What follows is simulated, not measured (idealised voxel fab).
Process module under the name voxel tone inversion
In the cross-section labelled cut, the width is 160 nm and each square cell is 5 nm.
Cross-section spec: square-cell grid; bands listed top down; each band is one or more rows.
First you get the band's top height and its bottom height, in nm, and then the materials it's made of, left to right, with each width in nm. If you see a single material with "all across", that one covers the band edge to edge. "blank" is empty space.
For the purposes of this specification, 0 denotes the height below which the wafer in its as-received condition is composed wholly of one material, and the lowermost band, lacking a lower limit, extends downward without end, as expressed in "0..down".
A width given as "30 to 40" starts at the first number in the band's top row and ends at the second number in its bottom row, shifting by an equal amount at every step from row to row.
Given "left unchanged" for a step, no cell of the cross-section differs between before and after that step.
"Sealed void inventory" specifies each empty space that is not open to the top and that occupies no fewer than 8 cells, using the form width x height at distance, the distance measured from the left edge and all three quantities in nm.
Note: text after step settings on the step line = simulator remark on that step.
Each step line may optionally specify "overlay nm", which for a step with a mask gives the rightward distance between the mask's planned place and where it lay, a negative value indicating the leftward direction.
-- Process steps (planned)
1 RECEIVE [material Si]
2 CONFORMAL_DEP [material SiN] [thk nm 10]
3 DIRECTIONAL_DEP [material aC] [thk nm 15]
4 PATTERN [tone cover] [mask id POSTS] [material resist] [width nm 15] [pitch nm 40] [thk nm 20] [overlay nm 0]
5 DIRECTIONAL_ETCH [etch materials aC] [depth nm 15]
6 STRIP [etch materials resist]
7 FILL_DEP [material SiO2] [thk nm 5]
8 CMP [height nm 25]
9 STRIP [etch materials aC]
varied across the wafers: width nm of step 4. The plan shows the first wafer's value. All wafers start alike
-- Received wafers, first of several: cross-section after step 1
0..down: Si all across
Sealed void inventory: none
-- Shown in cross-section: the first of several wafers at the end of the module, after its last step, step 9
25..10: SiO2 30 nm  blank 15 nm  SiO2 25 nm  blank 15 nm  SiO2 25 nm  blank 15 nm  SiO2 35 nm
10..0: SiN all across
0..down: Si all across
Sealed void inventory: none
-- Cross-section, module end, final of several wafers
25..10: SiO2 25 nm  blank 25 nm  SiO2 15 nm  blank 25 nm  SiO2 15 nm  blank 25 nm  SiO2 30 nm
10..0: SiN all across
0..down: Si all across
Sealed void inventory: none
-- Here is how to read the rows: every wafer has a row, and it shows the wafer at the end of the module, giving for each material how many cells were gained (+) or lost (-) since the wafer was received, then listing its closed voids
width nm 15; +64 SiN; +69 SiO2; Sealed void inventory: none
width nm 20; +64 SiN; +60 SiO2; Sealed void inventory: none
width nm 25; +64 SiN; +51 SiO2; Sealed void inventory: none
